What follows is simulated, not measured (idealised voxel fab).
The following process module bears the name voxel wiring stack.
Shown is cross-section cut, with a width of 235 nm and square cells of size 5 nm.
When this document writes out a cross-section, it uses a grid of square cells and lists it as bands, beginning at the top and moving down, with a band standing for one or more rows of cells. In this notation a band is specified by the heights of its top and bottom, in that order and in nm, after which its materials appear from left to right, each paired with its width in nm. The word "edge to edge" attached to a single material means that material fills the band from edge to edge; the word "blank" stands for empty space. Heights are reckoned from 0. Under this level, the received wafer is all of one material. The bottommost band is open-ended downward, for example "0 nm and below". The notation "30..40" denotes a width that varies across the rows of cells in the band, beginning at the first number in the top row, finishing at the second number in the bottom row, and changing by an identical amount from each row to the next. Where the words "nothing got changed" appear for a step, the cross-section shows no cell changed by that step; every cell remained as before. Entry "Fully sealed cavities" = empty spaces >= 8 cells with no open way to the top; each as width x height at distance, distance from left edge, all nm. If you see something after the settings on a step's line, that's the simulator's own remark about that step. When a step includes a mask, the "overlay nm" setting on its line states how far to the right of its planned place that mask lay, and negative values state how far to the left.

[plan]
| 1 | RECEIVE, material Si |
| 2 | CONFORMAL_DEP, material SiO2, thk nm 10 |
| 3 | CONFORMAL_DEP, material SiCN, thk nm 5 |
| 4 | DIRECTIONAL_DEP, material lowk, thk nm 20 |
| 5 | DIRECTIONAL_DEP, material aC, thk nm 10 |
| 6 | PATTERN, tone open, mask id METAL_1, material resist, width nm 20, pitch nm 40, thk nm 30, overlay nm 0 |
| 7 | DIRECTIONAL_ETCH, etch materials aC, depth nm 10 |
| 8 | STRIP, etch materials resist |
| 9 | DIRECTIONAL_ETCH, etch materials lowk, depth nm 20 |
| 10 | DIRECTIONAL_ETCH, etch materials SiCN, depth nm 5 |
| 11 | STRIP, etch materials aC |
| 12 | CONFORMAL_DEP, material TiN, thk nm 5 |
| 13 | FILL_DEP, material Cu, thk nm 5 |
| 14 | CMP, height nm 35 |
| 15 | CONFORMAL_DEP, material SiCN, thk nm 5 |
| 16 | DIRECTIONAL_DEP, material lowk, thk nm 30 |
| 17 | MASKED_ETCH, tone open, mask id METAL_2_HOLES, width nm 15, pitch nm 40, etch materials lowk, depth nm 30, overlay nm 0 |
| 18 | MASKED_ETCH, tone open, mask id METAL_2, width nm 20, pitch nm 40, etch materials lowk, depth nm 20, overlay nm 0 |
| 19 | MASKED_ETCH, tone open, mask id METAL_2, width nm 20, pitch nm 40, etch materials SiCN, depth nm 5, overlay nm 0 |
| 20 | CONFORMAL_DEP, material TiN, thk nm 5 |
| 21 | FILL_DEP, material Ru, thk nm 10 |
| 22 | CMP, height nm 70 |
| 23 | CONFORMAL_DEP, material SiCN, thk nm 5 |

[Cross-section, incoming material, after step 1]
0 nm and below = Si edge to edge
Fully sealed cavities: none

[a wafer at the end: this start, this plan, one mistake]
75 nm to 70 nm = SiCN edge to edge
70 nm to 55 nm = lowk=85 / TiN=5 / Ru=10 / TiN=5 / lowk=20 / TiN=5 / Ru=10 / TiN=5 / lowk=90
55 nm to 50 nm = lowk=85 / TiN=5 / Ru=5 / TiN=10 / lowk=20 / TiN=5 / Ru=5 / TiN=10 / lowk=90
50 nm to 40 nm = lowk=85 / TiN=5 / Ru=5 / TiN=5 / lowk=25 / TiN=5 / Ru=5 / TiN=5 / lowk=95
40 nm to 35 nm = SiCN=85 / TiN=15 / SiCN=25 / TiN=15 / SiCN=95
35 nm to 15 nm = lowk=90 / TiN=5 / Cu=5 / TiN=5 / lowk=25 / TiN=5 / Cu=5 / TiN=5 / lowk=90
15 nm to 10 nm = SiCN=90 / TiN=15 / SiCN=25 / TiN=15 / SiCN=90
10 nm to 0 nm = SiO2 edge to edge
0 nm and below = Si edge to edge
Fully sealed cavities: none
The mistake made against the process plan was this: step 6 off recipe, ran as PATTERN, tone open, mask id METAL_1, material resist, width nm 15, pitch nm 40, thk nm 30, overlay nm 0
